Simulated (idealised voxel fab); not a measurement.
Proc. module: voxel local oxidation
Cross-section cut: width 230 nm, square cells of 5 nm.
A cross-section in this document is a grid of square cells, and it is written down as bands, the top band listed before the ones below it; a band is made up of one or more rows of cells.
The band entry comprises the height of the band's top followed by the height of its bottom, expressed in nm, and subsequently the band's materials from left to right, each stated together with its width in nm. Where a single material is marked with the word "throughout", that material fills the band from edge to edge. The word "blank" represents empty space.
The level at which height equals 0 is the one under which the wafer, as it arrives, is entirely one material. No lower edge exists for the bottom band, which continues downward and is notated as in "0 down".
Per-row width for "30->40": begins at first number (top row of band), ends at second number (bottom row), increment between rows held constant.
"remained unchanged", as given for a step, is the statement that not any cell of the cross-section underwent a change during that step.
This entry, "Closed cavity list", enumerates those empty regions of no fewer than 8 cells that possess no open connection to the top. Each region is reported in the form width x height at distance, the distance being taken from the left edge, with all three quantities expressed in nm.
Whatever follows a step's settings on its line is a remark the simulator itself makes about that step.
overlay nm: where the mask lay relative to plan, measured to the right, on steps with a mask; negatives go left.
Steps in the process plan
step 1: RECEIVE: material Si
step 2: CONFORMAL_DEP: material SiO2, thk nm 5
step 3: CONFORMAL_DEP: material SiN, thk nm 15
step 4: DIRECTIONAL_DEP: material aC, thk nm 15
step 5: PATTERN: tone cover, mask id ACTIVE, material resist, width nm 120, thk nm 30, overlay nm 0
step 6: DIRECTIONAL_ETCH: etch materials aC, depth nm 15
step 7: STRIP: etch materials resist
step 8: DIRECTIONAL_ETCH: etch materials SiN, depth nm 15
step 9: STRIP: etch materials aC
step 10: SELECTIVE_ETCH: etch materials SiO2, depth nm 5
step 11: OXIDIZE: depth nm 15
step 12: STRIP: etch materials SiN
Shown in cross-section is the wafer as received, that is, as it stands after step 1
	0 down  Si throughout
	Closed cavity list: none
End state of the module in cross-section, given the above starting point and plan and one mistake in execution
	5 to 0  50 of SiO2; 130 of blank; 50 of SiO2
	0 to -15  35 of Si; 160 of SiO2; 35 of Si
	-15 down  Si throughout
	Closed cavity list: none
Diagnosis: step 5 was not run as planned; what actually ran was PATTERN: tone open, mask id ACTIVE, material resist, width nm 120, thk nm 30, overlay nm 0
